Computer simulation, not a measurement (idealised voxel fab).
This section sets out a process module, namely voxel wiring stack.
Square cell edge 5 nm, section width 275 nm, ID cut.
When this document writes out a cross-section, it uses a grid of square cells and lists it as bands, beginning at the top and moving down, with a band standing for one or more rows of cells.
A band entry consists of two parts. The first gives the height of the band's top and the height of its bottom, in nm. The rest lists the band's materials from left to right, each with its width in nm. A single material labelled with the word "edge to edge" fills the band from edge to edge, and the word "air" marks empty space.
Below 0: as-received wafer, all one material; heights counted from there. Lowest band: no bottom, goes on down, written "top 0, no bottom".
Width "30 to 40": first value at the band's top row of cells, second value at its bottom row, equal change from row to row.
A step reported as "nothing altered" is a step in which no cell of the cross-section changed.
Look at "Sealed void list" for the closed voids: empty spaces with no open path to the top, sized 8 cells or up. Each is width x height at distance, distance from the left edge, all nm.
On each step's line, the part that comes after the settings is the simulator's own comment on the step.
overlay nm: where the mask lay relative to plan, measured to the right, on steps with a mask; negatives go left.

# The steps planned for the process are as follows
1: RECEIVE (material Si)
2: CONFORMAL_DEP (material SiO2; thk nm 15)
3: CONFORMAL_DEP (material SiCN; thk nm 5)
4: DIRECTIONAL_DEP (material SiO2; thk nm 20)
5: DIRECTIONAL_DEP (material aC; thk nm 15)
6: PATTERN (tone open; mask id METAL_1; material resist; width nm 30; pitch nm 45; thk nm 30; overlay nm 0)
7: DIRECTIONAL_ETCH (etch materials aC; depth nm 15)
8: STRIP (etch materials resist)
9: DIRECTIONAL_ETCH (etch materials SiO2; depth nm 20)
10: DIRECTIONAL_ETCH (etch materials SiCN; depth nm 5)
11: STRIP (etch materials aC)
12: CONFORMAL_DEP (material TiN; thk nm 5)
13: FILL_DEP (material Cu; thk nm 5)
14: CMP (height nm 40)
15: CONFORMAL_DEP (material SiCN; thk nm 5)
16: DIRECTIONAL_DEP (material lowk; thk nm 30)
17: PATTERN (tone open; mask id METAL_2; material resist; width nm 30; pitch nm 45; thk nm 15; overlay nm 0)
18: DIRECTIONAL_ETCH (etch materials lowk; depth nm 15)
19: STRIP (etch materials resist)
20: PATTERN (tone open; mask id METAL_2_HOLES; material resist; width nm 15; pitch nm 90; thk nm 20; overlay nm 0)
21: DIRECTIONAL_ETCH (etch materials lowk; depth nm 15)
22: DIRECTIONAL_ETCH (etch materials SiCN; depth nm 5)
23: STRIP (etch materials resist)
24: CONFORMAL_DEP (material TiN; thk nm 5)
25: FILL_DEP (material Cu; thk nm 5)
26: CMP (height nm 75)
27: CONFORMAL_DEP (material SiCN; thk nm 5)
28: DIRECTIONAL_DEP (material lowk; thk nm 25)
29: DIRECTIONAL_DEP (material aC; thk nm 15)
30: PATTERN (tone open; mask id METAL_3; material resist; width nm 30; pitch nm 45; thk nm 30; overlay nm 0)
31: DIRECTIONAL_ETCH (etch materials aC; depth nm 15)
32: STRIP (etch materials resist)
33: DIRECTIONAL_ETCH (etch materials lowk; depth nm 15)
34: STRIP (etch materials aC)
35: DIRECTIONAL_DEP (material aC; thk nm 10)
36: PATTERN (tone open; mask id METAL_3_HOLES; material resist; width nm 15; pitch nm 90; thk nm 25; overlay nm 0)
37: DIRECTIONAL_ETCH (etch materials aC; depth nm 10)
38: STRIP (etch materials resist)
39: DIRECTIONAL_ETCH (etch materials lowk; depth nm 10)
40: DIRECTIONAL_ETCH (etch materials SiCN; depth nm 5)
41: STRIP (etch materials aC)
42: CONFORMAL_DEP (material TiN; thk nm 5)
43: FILL_DEP (material Cu; thk nm 5)
44: CMP (height nm 105)
45: CONFORMAL_DEP (material SiCN; thk nm 5)

# First wafer of two (run as planned)

# Incoming wafer, cross-sectional view, post step 1
top 0, no bottom = Si edge to edge
Sealed void list: none

# The wafer in cross-section once step 2 is complete
top 15, bottom 0 = SiO2 edge to edge
At heights below 0, the structure remains unaltered.

# The wafer in cross-section once step 3 is complete
top 20, bottom 15 = SiCN edge to edge
At heights below 15, the structure remains unaltered.

# The wafer in cross-section once step 4 is complete
top 40, bottom 20 = SiO2 edge to edge
At heights below 20, the structure remains unaltered.

# The wafer in cross-section once step 5 is complete
top 55, bottom 40 = aC edge to edge
At heights below 40, the structure remains unaltered.

# The wafer in cross-section once step 6 is complete
top 85, bottom 55 = resist=75  air=30  resist=15  air=30  resist=15  air=30  resist=80
At heights below 55, the structure remains unaltered.

# The wafer in cross-section once step 7 is complete
top 70, bottom 55 = resist=75  air=30  resist=15  air=30  resist=15  air=30  resist=80
top 55, bottom 40 = aC=75  air=30  aC=15  air=30  aC=15  air=30  aC=80
At heights below 40, the structure remains unaltered.

# The wafer in cross-section once step 8 is complete
top 55, bottom 40 = aC=75  air=30  aC=15  air=30  aC=15  air=30  aC=80
At heights below 40, the structure remains unaltered.

# The wafer in cross-section once step 9 is complete
top 55, bottom 40 = aC=75  air=30  aC=15  air=30  aC=15  air=30  aC=80
top 40, bottom 20 = SiO2=75  air=30  SiO2=15  air=30  SiO2=15  air=30  SiO2=80
At heights below 20, the structure remains unaltered.

# The wafer in cross-section once step 10 is complete
top 55, bottom 40 = aC=75  air=30  aC=15  air=30  aC=15  air=30  aC=80
top 40, bottom 20 = SiO2=75  air=30  SiO2=15  air=30  SiO2=15  air=30  SiO2=80
top 20, bottom 15 = SiCN=75  air=30  SiCN=15  air=30  SiCN=15  air=30  SiCN=80
At heights below 15, the structure remains unaltered.

# The wafer in cross-section once step 11 is complete
top 40, bottom 20 = SiO2=75  air=30  SiO2=15  air=30  SiO2=15  air=30  SiO2=80
At heights below 20, the structure remains unaltered.

# The wafer in cross-section once step 12 is complete
top 45, bottom 40 = TiN=80  air=20  TiN=25  air=20  TiN=25  air=20  TiN=85
top 40, bottom 20 = SiO2=75  TiN=5  air=20  TiN=5  SiO2=15  TiN=5  air=20  TiN=5  SiO2=15  TiN=5  air=20  TiN=5  SiO2=80
top 20, bottom 15 = SiCN=75  TiN=30  SiCN=15  TiN=30  SiCN=15  TiN=30  SiCN=80
At heights below 15, the structure remains unaltered.

# The wafer in cross-section once step 13 is complete
top 50, bottom 45 = Cu edge to edge
top 45, bottom 40 = TiN=80  Cu=20  TiN=25  Cu=20  TiN=25  Cu=20  TiN=85
top 40, bottom 20 = SiO2=75  TiN=5  Cu=20  TiN=5  SiO2=15  TiN=5  Cu=20  TiN=5  SiO2=15  TiN=5  Cu=20  TiN=5  SiO2=80
At heights below 20, the structure remains unaltered.

# The wafer in cross-section once step 14 is complete
top 40, bottom 20 = SiO2=75  TiN=5  Cu=20  TiN=5  SiO2=15  TiN=5  Cu=20  TiN=5  SiO2=15  TiN=5  Cu=20  TiN=5  SiO2=80
At heights below 20, the structure remains unaltered.

# The wafer in cross-section once step 15 is complete
top 45, bottom 40 = SiCN edge to edge
At heights below 40, the structure remains unaltered.

# The wafer in cross-section once step 16 is complete
top 75, bottom 45 = lowk edge to edge
At heights below 45, the structure remains unaltered.

# The wafer in cross-section once step 17 is complete
top 90, bottom 75 = resist=75  air=30  resist=15  air=30  resist=15  air=30  resist=80
At heights below 75, the structure remains unaltered.

# The wafer in cross-section once step 18 is complete
top 90, bottom 75 = resist=75  air=30  resist=15  air=30  resist=15  air=30  resist=80
top 75, bottom 60 = lowk=75  air=30  lowk=15  air=30  lowk=15  air=30  lowk=80
At heights below 60, the structure remains unaltered.

# The wafer in cross-section once step 19 is complete
top 75, bottom 60 = lowk=75  air=30  lowk=15  air=30  lowk=15  air=30  lowk=80
At heights below 60, the structure remains unaltered.

# The wafer in cross-section once step 20 is complete
top 95, bottom 75 = resist=75  air=15  resist=75  air=15  resist=95
top 75, bottom 60 = lowk=75  air=15  resist=15  lowk=15  resist=30  lowk=15  air=15  resist=15  lowk=80
At heights below 60, the structure remains unaltered.

# The wafer in cross-section once step 21 is complete
top 95, bottom 75 = resist=75  air=15  resist=75  air=15  resist=95
top 75, bottom 60 = lowk=75  air=15  resist=15  lowk=15  resist=30  lowk=15  air=15  resist=15  lowk=80
top 60, bottom 45 = lowk=75  air=15  lowk=75  air=15  lowk=95
At heights below 45, the structure remains unaltered.

# The wafer in cross-section once step 22 is complete
top 95, bottom 75 = resist=75  air=15  resist=75  air=15  resist=95
top 75, bottom 60 = lowk=75  air=15  resist=15  lowk=15  resist=30  lowk=15  air=15  resist=15  lowk=80
top 60, bottom 45 = lowk=75  air=15  lowk=75  air=15  lowk=95
top 45, bottom 40 = SiCN=75  air=15  SiCN=75  air=15  SiCN=95
At heights below 40, the structure remains unaltered.

# The wafer in cross-section once step 23 is complete
top 75, bottom 60 = lowk=75  air=30  lowk=15  air=30  lowk=15  air=30  lowk=80
At heights below 60, the structure remains unaltered.

# The wafer in cross-section once step 24 is complete
top 80, bottom 75 = TiN=80  air=20  TiN=25  air=20  TiN=25  air=20  TiN=85
top 75, bottom 65 = lowk=75  TiN=5  air=20  TiN=5  lowk=15  TiN=5  air=20  TiN=5  lowk=15  TiN=5  air=20  TiN=5  lowk=80
top 65, bottom 60 = lowk=75  TiN=5  air=5  TiN=20  lowk=15  TiN=30  lowk=15  TiN=5  air=5  TiN=20  lowk=80
top 60, bottom 45 = lowk=75  TiN=5  air=5  TiN=5  lowk=75  TiN=5  air=5  TiN=5  lowk=95
top 45, bottom 40 = SiCN=75  TiN=15  SiCN=75  TiN=15  SiCN=95
At heights below 40, the structure remains unaltered.

# The wafer in cross-section once step 25 is complete
top 85, bottom 80 = Cu edge to edge
top 80, bottom 75 = TiN=80  Cu=20  TiN=25  Cu=20  TiN=25  Cu=20  TiN=85
top 75, bottom 65 = lowk=75  TiN=5  Cu=20  TiN=5  lowk=15  TiN=5  Cu=20  TiN=5  lowk=15  TiN=5  Cu=20  TiN=5  lowk=80
top 65, bottom 60 = lowk=75  TiN=5  Cu=5  TiN=20  lowk=15  TiN=30  lowk=15  TiN=5  Cu=5  TiN=20  lowk=80
top 60, bottom 45 = lowk=75  TiN=5  Cu=5  TiN=5  lowk=75  TiN=5  Cu=5  TiN=5  lowk=95
At heights below 45, the structure remains unaltered.

# The wafer in cross-section once step 26 is complete
top 75, bottom 65 = lowk=75  TiN=5  Cu=20  TiN=5  lowk=15  TiN=5  Cu=20  TiN=5  lowk=15  TiN=5  Cu=20  TiN=5  lowk=80
At heights below 65, the structure remains unaltered.

# The wafer in cross-section once step 27 is complete
top 80, bottom 75 = SiCN edge to edge
At heights below 75, the structure remains unaltered.

# The wafer in cross-section once step 28 is complete
top 105, bottom 80 = lowk edge to edge
At heights below 80, the structure remains unaltered.

# The wafer in cross-section once step 29 is complete
top 120, bottom 105 = aC edge to edge
At heights below 105, the structure remains unaltered.

# The wafer in cross-section once step 30 is complete
top 150, bottom 120 = resist=75  air=30  resist=15  air=30  resist=15  air=30  resist=80
At heights below 120, the structure remains unaltered.

# The wafer in cross-section once step 31 is complete
top 135, bottom 120 = resist=75  air=30  resist=15  air=30  resist=15  air=30  resist=80
top 120, bottom 105 = aC=75  air=30  aC=15  air=30  aC=15  air=30  aC=80
At heights below 105, the structure remains unaltered.

# The wafer in cross-section once step 32 is complete
top 120, bottom 105 = aC=75  air=30  aC=15  air=30  aC=15  air=30  aC=80
At heights below 105, the structure remains unaltered.

# The wafer in cross-section once step 33 is complete
top 120, bottom 105 = aC=75  air=30  aC=15  air=30  aC=15  air=30  aC=80
top 105, bottom 90 = lowk=75  air=30  lowk=15  air=30  lowk=15  air=30  lowk=80
At heights below 90, the structure remains unaltered.

# The wafer in cross-section once step 34 is complete
top 105, bottom 90 = lowk=75  air=30  lowk=15  air=30  lowk=15  air=30  lowk=80
At heights below 90, the structure remains unaltered.

# The wafer in cross-section once step 35 is complete
top 115, bottom 105 = aC=75  air=30  aC=15  air=30  aC=15  air=30  aC=80
top 105, bottom 100 = lowk=75  air=30  lowk=15  air=30  lowk=15  air=30  lowk=80
top 100, bottom 90 = lowk=75  aC=30  lowk=15  aC=30  lowk=15  aC=30  lowk=80
At heights below 90, the structure remains unaltered.

# The wafer in cross-section once step 36 is complete
top 140, bottom 115 = resist=75  air=15  resist=75  air=15  resist=95
top 115, bottom 105 = aC=75  air=15  resist=15  aC=15  resist=30  aC=15  air=15  resist=15  aC=80
top 105, bottom 100 = lowk=75  air=15  resist=15  lowk=15  resist=30  lowk=15  air=15  resist=15  lowk=80
At heights below 100, the structure remains unaltered.

# The wafer in cross-section once step 37 is complete
top 130, bottom 115 = resist=75  air=15  resist=75  air=15  resist=95
top 115, bottom 105 = aC=75  air=15  resist=15  aC=15  resist=30  aC=15  air=15  resist=15  aC=80
top 105, bottom 100 = lowk=75  air=15  resist=15  lowk=15  resist=30  lowk=15  air=15  resist=15  lowk=80
top 100, bottom 90 = lowk=75  air=15  aC=15  lowk=15  aC=30  lowk=15  air=15  aC=15  lowk=80
At heights below 90, the structure remains unaltered.

# The wafer in cross-section once step 38 is complete
top 115, bottom 105 = aC=75  air=30  aC=15  air=30  aC=15  air=30  aC=80
top 105, bottom 100 = lowk=75  air=30  lowk=15  air=30  lowk=15  air=30  lowk=80
At heights below 100, the structure remains unaltered.

# The wafer in cross-section once step 39 is complete
top 115, bottom 105 = aC=75  air=30  aC=15  air=30  aC=15  air=30  aC=80
top 105, bottom 100 = lowk=75  air=30  lowk=15  air=30  lowk=15  air=30  lowk=80
top 100, bottom 90 = lowk=75  air=15  aC=15  lowk=15  aC=30  lowk=15  air=15  aC=15  lowk=80
top 90, bottom 80 = lowk=75  air=15  lowk=75  air=15  lowk=95
At heights below 80, the structure remains unaltered.

# The wafer in cross-section once step 40 is complete
top 115, bottom 105 = aC=75  air=30  aC=15  air=30  aC=15  air=30  aC=80
top 105, bottom 100 = lowk=75  air=30  lowk=15  air=30  lowk=15  air=30  lowk=80
top 100, bottom 90 = lowk=75  air=15  aC=15  lowk=15  aC=30  lowk=15  air=15  aC=15  lowk=80
top 90, bottom 80 = lowk=75  air=15  lowk=75  air=15  lowk=95
top 80, bottom 75 = SiCN=75  air=15  SiCN=75  air=15  SiCN=95
At heights below 75, the structure remains unaltered.

# The wafer in cross-section once step 41 is complete
top 105, bottom 90 = lowk=75  air=30  lowk=15  air=30  lowk=15  air=30  lowk=80
At heights below 90, the structure remains unaltered.

# The wafer in cross-section once step 42 is complete
top 110, bottom 105 = TiN=80  air=20  TiN=25  air=20  TiN=25  air=20  TiN=85
top 105, bottom 95 = lowk=75  TiN=5  air=20  TiN=5  lowk=15  TiN=5  air=20  TiN=5  lowk=15  TiN=5  air=20  TiN=5  lowk=80
top 95, bottom 90 = lowk=75  TiN=5  air=5  TiN=20  lowk=15  TiN=30  lowk=15  TiN=5  air=5  TiN=20  lowk=80
top 90, bottom 80 = lowk=75  TiN=5  air=5  TiN=5  lowk=75  TiN=5  air=5  TiN=5  lowk=95
top 80, bottom 75 = SiCN=75  TiN=15  SiCN=75  TiN=15  SiCN=95
At heights below 75, the structure remains unaltered.

# The wafer in cross-section once step 43 is complete
top 115, bottom 110 = Cu edge to edge
top 110, bottom 105 = TiN=80  Cu=20  TiN=25  Cu=20  TiN=25  Cu=20  TiN=85
top 105, bottom 95 = lowk=75  TiN=5  Cu=20  TiN=5  lowk=15  TiN=5  Cu=20  TiN=5  lowk=15  TiN=5  Cu=20  TiN=5  lowk=80
top 95, bottom 90 = lowk=75  TiN=5  Cu=5  TiN=20  lowk=15  TiN=30  lowk=15  TiN=5  Cu=5  TiN=20  lowk=80
top 90, bottom 80 = lowk=75  TiN=5  Cu=5  TiN=5  lowk=75  TiN=5  Cu=5  TiN=5  lowk=95
At heights below 80, the structure remains unaltered.

# The wafer in cross-section once step 44 is complete
top 105, bottom 95 = lowk=75  TiN=5  Cu=20  TiN=5  lowk=15  TiN=5  Cu=20  TiN=5  lowk=15  TiN=5  Cu=20  TiN=5  lowk=80
At heights below 95, the structure remains unaltered.

# The wafer in cross-section once step 45 is complete
top 110, bottom 105 = SiCN edge to edge
At heights below 105, the structure remains unaltered.

# Wafer two of two - same starting point, same process plan, one mistake in execution; matches wafer one up to and including step 1

# when step 2 should have ended
top 30, bottom 0 = SiO2 edge to edge
At heights below 0, the structure remains unaltered.

# when step 3 should have ended
top 35, bottom 30 = SiCN edge to edge
At heights below 30, the structure remains unaltered.

# when step 4 should have ended
top 55, bottom 35 = SiO2 edge to edge
At heights below 35, the structure remains unaltered.

# when step 5 should have ended
top 70, bottom 55 = aC edge to edge
At heights below 55, the structure remains unaltered.

# when step 6 should have ended
top 100, bottom 70 = resist=75  air=30  resist=15  air=30  resist=15  air=30  resist=80
At heights below 70, the structure remains unaltered.

# when step 7 should have ended
top 85, bottom 70 = resist=75  air=30  resist=15  air=30  resist=15  air=30  resist=80
top 70, bottom 55 = aC=75  air=30  aC=15  air=30  aC=15  air=30  aC=80
At heights below 55, the structure remains unaltered.

# when step 8 should have ended
top 70, bottom 55 = aC=75  air=30  aC=15  air=30  aC=15  air=30  aC=80
At heights below 55, the structure remains unaltered.

# when step 9 should have ended
top 70, bottom 55 = aC=75  air=30  aC=15  air=30  aC=15  air=30  aC=80
top 55, bottom 35 = SiO2=75  air=30  SiO2=15  air=30  SiO2=15  air=30  SiO2=80
At heights below 35, the structure remains unaltered.

# when step 10 should have ended
top 70, bottom 55 = aC=75  air=30  aC=15  air=30  aC=15  air=30  aC=80
top 55, bottom 35 = SiO2=75  air=30  SiO2=15  air=30  SiO2=15  air=30  SiO2=80
top 35, bottom 30 = SiCN=75  air=30  SiCN=15  air=30  SiCN=15  air=30  SiCN=80
At heights below 30, the structure remains unaltered.

# when step 11 should have ended
top 55, bottom 35 = SiO2=75  air=30  SiO2=15  air=30  SiO2=15  air=30  SiO2=80
At heights below 35, the structure remains unaltered.

# when step 12 should have ended
top 60, bottom 55 = TiN=80  air=20  TiN=25  air=20  TiN=25  air=20  TiN=85
top 55, bottom 35 = SiO2=75  TiN=5  air=20  TiN=5  SiO2=15  TiN=5  air=20  TiN=5  SiO2=15  TiN=5  air=20  TiN=5  SiO2=80
top 35, bottom 30 = SiCN=75  TiN=30  SiCN=15  TiN=30  SiCN=15  TiN=30  SiCN=80
At heights below 30, the structure remains unaltered.

# when step 13 should have ended
top 65, bottom 60 = Cu edge to edge
top 60, bottom 55 = TiN=80  Cu=20  TiN=25  Cu=20  TiN=25  Cu=20  TiN=85
top 55, bottom 35 = SiO2=75  TiN=5  Cu=20  TiN=5  SiO2=15  TiN=5  Cu=20  TiN=5  SiO2=15  TiN=5  Cu=20  TiN=5  SiO2=80
At heights below 35, the structure remains unaltered.

# when step 14 should have ended
top 40, bottom 35 = SiO2=75  TiN=5  Cu=20  TiN=5  SiO2=15  TiN=5  Cu=20  TiN=5  SiO2=15  TiN=5  Cu=20  TiN=5  SiO2=80
At heights below 35, the structure remains unaltered.

# when step 15 should have ended
top 45, bottom 40 = SiCN edge to edge
At heights below 40, the structure remains unaltered.

# when step 16 should have ended
top 75, bottom 45 = lowk edge to edge
At heights below 45, the structure remains unaltered.

# when step 17 should have ended
top 90, bottom 75 = resist=75  air=30  resist=15  air=30  resist=15  air=30  resist=80
At heights below 75, the structure remains unaltered.

# when step 18 should have ended
top 90, bottom 75 = resist=75  air=30  resist=15  air=30  resist=15  air=30  resist=80
top 75, bottom 60 = lowk=75  air=30  lowk=15  air=30  lowk=15  air=30  lowk=80
At heights below 60, the structure remains unaltered.

# when step 19 should have ended
top 75, bottom 60 = lowk=75  air=30  lowk=15  air=30  lowk=15  air=30  lowk=80
At heights below 60, the structure remains unaltered.

# when step 20 should have ended
top 95, bottom 75 = resist=75  air=15  resist=75  air=15  resist=95
top 75, bottom 60 = lowk=75  air=15  resist=15  lowk=15  resist=30  lowk=15  air=15  resist=15  lowk=80
At heights below 60, the structure remains unaltered.

# when step 21 should have ended
top 95, bottom 75 = resist=75  air=15  resist=75  air=15  resist=95
top 75, bottom 60 = lowk=75  air=15  resist=15  lowk=15  resist=30  lowk=15  air=15  resist=15  lowk=80
top 60, bottom 45 = lowk=75  air=15  lowk=75  air=15  lowk=95
At heights below 45, the structure remains unaltered.

# when step 22 should have ended
top 95, bottom 75 = resist=75  air=15  resist=75  air=15  resist=95
top 75, bottom 60 = lowk=75  air=15  resist=15  lowk=15  resist=30  lowk=15  air=15  resist=15  lowk=80
top 60, bottom 45 = lowk=75  air=15  lowk=75  air=15  lowk=95
top 45, bottom 40 = SiCN=75  air=15  SiCN=75  air=15  SiCN=95
At heights below 40, the structure remains unaltered.

# when step 23 should have ended
top 75, bottom 60 = lowk=75  air=30  lowk=15  air=30  lowk=15  air=30  lowk=80
At heights below 60, the structure remains unaltered.

# when step 24 should have ended
top 80, bottom 75 = TiN=80  air=20  TiN=25  air=20  TiN=25  air=20  TiN=85
top 75, bottom 65 = lowk=75  TiN=5  air=20  TiN=5  lowk=15  TiN=5  air=20  TiN=5  lowk=15  TiN=5  air=20  TiN=5  lowk=80
top 65, bottom 60 = lowk=75  TiN=5  air=5  TiN=20  lowk=15  TiN=30  lowk=15  TiN=5  air=5  TiN=20  lowk=80
top 60, bottom 45 = lowk=75  TiN=5  air=5  TiN=5  lowk=75  TiN=5  air=5  TiN=5  lowk=95
top 45, bottom 40 = SiCN=75  TiN=15  SiCN=75  TiN=15  SiCN=95
At heights below 40, the structure remains unaltered.

# when step 25 should have ended
top 85, bottom 80 = Cu edge to edge
top 80, bottom 75 = TiN=80  Cu=20  TiN=25  Cu=20  TiN=25  Cu=20  TiN=85
top 75, bottom 65 = lowk=75  TiN=5  Cu=20  TiN=5  lowk=15  TiN=5  Cu=20  TiN=5  lowk=15  TiN=5  Cu=20  TiN=5  lowk=80
top 65, bottom 60 = lowk=75  TiN=5  Cu=5  TiN=20  lowk=15  TiN=30  lowk=15  TiN=5  Cu=5  TiN=20  lowk=80
top 60, bottom 45 = lowk=75  TiN=5  Cu=5  TiN=5  lowk=75  TiN=5  Cu=5  TiN=5  lowk=95
At heights below 45, the structure remains unaltered.

# when step 26 should have ended
top 75, bottom 65 = lowk=75  TiN=5  Cu=20  TiN=5  lowk=15  TiN=5  Cu=20  TiN=5  lowk=15  TiN=5  Cu=20  TiN=5  lowk=80
At heights below 65, the structure remains unaltered.

# when step 27 should have ended
top 80, bottom 75 = SiCN edge to edge
At heights below 75, the structure remains unaltered.

# when step 28 should have ended
top 105, bottom 80 = lowk edge to edge
At heights below 80, the structure remains unaltered.

# when step 29 should have ended
top 120, bottom 105 = aC edge to edge
At heights below 105, the structure remains unaltered.

# when step 30 should have ended
top 150, bottom 120 = resist=75  air=30  resist=15  air=30  resist=15  air=30  resist=80
At heights below 120, the structure remains unaltered.

# when step 31 should have ended
top 135, bottom 120 = resist=75  air=30  resist=15  air=30  resist=15  air=30  resist=80
top 120, bottom 105 = aC=75  air=30  aC=15  air=30  aC=15  air=30  aC=80
At heights below 105, the structure remains unaltered.

# when step 32 should have ended
top 120, bottom 105 = aC=75  air=30  aC=15  air=30  aC=15  air=30  aC=80
At heights below 105, the structure remains unaltered.

# when step 33 should have ended
top 120, bottom 105 = aC=75  air=30  aC=15  air=30  aC=15  air=30  aC=80
top 105, bottom 90 = lowk=75  air=30  lowk=15  air=30  lowk=15  air=30  lowk=80
At heights below 90, the structure remains unaltered.

# when step 34 should have ended
top 105, bottom 90 = lowk=75  air=30  lowk=15  air=30  lowk=15  air=30  lowk=80
At heights below 90, the structure remains unaltered.

# when step 35 should have ended
top 115, bottom 105 = aC=75  air=30  aC=15  air=30  aC=15  air=30  aC=80
top 105, bottom 100 = lowk=75  air=30  lowk=15  air=30  lowk=15  air=30  lowk=80
top 100, bottom 90 = lowk=75  aC=30  lowk=15  aC=30  lowk=15  aC=30  lowk=80
At heights below 90, the structure remains unaltered.

# when step 36 should have ended
top 140, bottom 115 = resist=75  air=15  resist=75  air=15  resist=95
top 115, bottom 105 = aC=75  air=15  resist=15  aC=15  resist=30  aC=15  air=15  resist=15  aC=80
top 105, bottom 100 = lowk=75  air=15  resist=15  lowk=15  resist=30  lowk=15  air=15  resist=15  lowk=80
At heights below 100, the structure remains unaltered.

# when step 37 should have ended
top 130, bottom 115 = resist=75  air=15  resist=75  air=15  resist=95
top 115, bottom 105 = aC=75  air=15  resist=15  aC=15  resist=30  aC=15  air=15  resist=15  aC=80
top 105, bottom 100 = lowk=75  air=15  resist=15  lowk=15  resist=30  lowk=15  air=15  resist=15  lowk=80
top 100, bottom 90 = lowk=75  air=15  aC=15  lowk=15  aC=30  lowk=15  air=15  aC=15  lowk=80
At heights below 90, the structure remains unaltered.

# when step 38 should have ended
top 115, bottom 105 = aC=75  air=30  aC=15  air=30  aC=15  air=30  aC=80
top 105, bottom 100 = lowk=75  air=30  lowk=15  air=30  lowk=15  air=30  lowk=80
At heights below 100, the structure remains unaltered.

# when step 39 should have ended
top 115, bottom 105 = aC=75  air=30  aC=15  air=30  aC=15  air=30  aC=80
top 105, bottom 100 = lowk=75  air=30  lowk=15  air=30  lowk=15  air=30  lowk=80
top 100, bottom 90 = lowk=75  air=15  aC=15  lowk=15  aC=30  lowk=15  air=15  aC=15  lowk=80
top 90, bottom 80 = lowk=75  air=15  lowk=75  air=15  lowk=95
At heights below 80, the structure remains unaltered.

# when step 40 should have ended
top 115, bottom 105 = aC=75  air=30  aC=15  air=30  aC=15  air=30  aC=80
top 105, bottom 100 = lowk=75  air=30  lowk=15  air=30  lowk=15  air=30  lowk=80
top 100, bottom 90 = lowk=75  air=15  aC=15  lowk=15  aC=30  lowk=15  air=15  aC=15  lowk=80
top 90, bottom 80 = lowk=75  air=15  lowk=75  air=15  lowk=95
top 80, bottom 75 = SiCN=75  air=15  SiCN=75  air=15  SiCN=95
At heights below 75, the structure remains unaltered.

# when step 41 should have ended
top 105, bottom 90 = lowk=75  air=30  lowk=15  air=30  lowk=15  air=30  lowk=80
At heights below 90, the structure remains unaltered.

# when step 42 should have ended
top 110, bottom 105 = TiN=80  air=20  TiN=25  air=20  TiN=25  air=20  TiN=85
top 105, bottom 95 = lowk=75  TiN=5  air=20  TiN=5  lowk=15  TiN=5  air=20  TiN=5  lowk=15  TiN=5  air=20  TiN=5  lowk=80
top 95, bottom 90 = lowk=75  TiN=5  air=5  TiN=20  lowk=15  TiN=30  lowk=15  TiN=5  air=5  TiN=20  lowk=80
top 90, bottom 80 = lowk=75  TiN=5  air=5  TiN=5  lowk=75  TiN=5  air=5  TiN=5  lowk=95
top 80, bottom 75 = SiCN=75  TiN=15  SiCN=75  TiN=15  SiCN=95
At heights below 75, the structure remains unaltered.

# when step 43 should have ended
top 115, bottom 110 = Cu edge to edge
top 110, bottom 105 = TiN=80  Cu=20  TiN=25  Cu=20  TiN=25  Cu=20  TiN=85
top 105, bottom 95 = lowk=75  TiN=5  Cu=20  TiN=5  lowk=15  TiN=5  Cu=20  TiN=5  lowk=15  TiN=5  Cu=20  TiN=5  lowk=80
top 95, bottom 90 = lowk=75  TiN=5  Cu=5  TiN=20  lowk=15  TiN=30  lowk=15  TiN=5  Cu=5  TiN=20  lowk=80
top 90, bottom 80 = lowk=75  TiN=5  Cu=5  TiN=5  lowk=75  TiN=5  Cu=5  TiN=5  lowk=95
At heights below 80, the structure remains unaltered.

# when step 44 should have ended
top 105, bottom 95 = lowk=75  TiN=5  Cu=20  TiN=5  lowk=15  TiN=5  Cu=20  TiN=5  lowk=15  TiN=5  Cu=20  TiN=5  lowk=80
At heights below 95, the structure remains unaltered.

# when step 45 should have ended
top 110, bottom 105 = SiCN edge to edge
At heights below 105, the structure remains unaltered.
Where did the run depart from the plan? step 2 of the plan was twice carried out
Bottom line after processing is that, in cells, the second wafer is up or down on some materials versus the first: Cu -36; SiO2 +54; TiN -18
